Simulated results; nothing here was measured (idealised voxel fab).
This is a process module. Its name is voxel fin reveal.
For reference, the cross-section in this document is cut, with width 295 nm and square cells of 5 nm.
In this document a cross-section is written as a grid of square cells. It is given as a series of bands, listed from the top down, and a band is one or more rows of cells. Band: top and bottom heights (nm) first, top before bottom; then materials from left to right, widths in nm. "everywhere" marks a sole material filling the band edge to edge. "air" denotes empty space. Height reference: 0 = level under which incoming wafer is all one material. Lowest band: no bottom, runs on downward, e.g. "0 down". Width spec "30->40" -> top row of cells at first value, bottom row at second value, equal per-row change in between. "no change occurred", as given for a step, is the statement that not any cell of the cross-section underwent a change during that step. In the "Closed cavity list" entry, you get each enclosed empty space of 8 cells or more, one with no open way to the top, written width x height at distance, distance from the left edge, in nm. Text after the settings on a step's line: the simulator's own remark on that step. overlay nm, on a step with a mask: how far to the right of its planned place the mask lay; to the left if negative.
Steps planned for the process
1) RECEIVE with material Si
2) CONFORMAL_DEP with material SiN, thk nm 10
3) MASKED_ETCH with tone cover, mask id FINS, width nm 15, pitch nm 45, etch materials SiN, depth nm 10, overlay nm 0
4) MASKED_ETCH with tone cover, mask id FINS, width nm 15, pitch nm 45, etch materials Si, depth nm 40, overlay nm 0
5) OXIDIZE with depth nm 5
6) FILL_DEP with material SiO2, thk nm 15
7) CMP with height nm 10
8) SELECTIVE_ETCH with etch materials SiO2, depth nm 25
9) STRIP with etch materials SiN
As received, after step 1
> 0 down: Si everywhere
> Closed cavity list: none
Cross-section at module end, one run error; start and plan unchanged from above
> 0 to -5: air 120 | Si 5 | air 40 | Si 5 | air 125
> -5 to -15: air 110 | Si 15 | air 30 | Si 15 | air 125
> -15 to -45: SiO2 110 | Si 15 | SiO2 30 | Si 15 | SiO2 125
> -45 down: Si everywhere
> Closed cavity list: none
Finding, execution versus plan: in deviation from the planned setting, step 4 was conducted as MASKED_ETCH with tone cover, mask id FINS, width nm 15, pitch nm 45, etch materials Si, depth nm 40, overlay nm -10
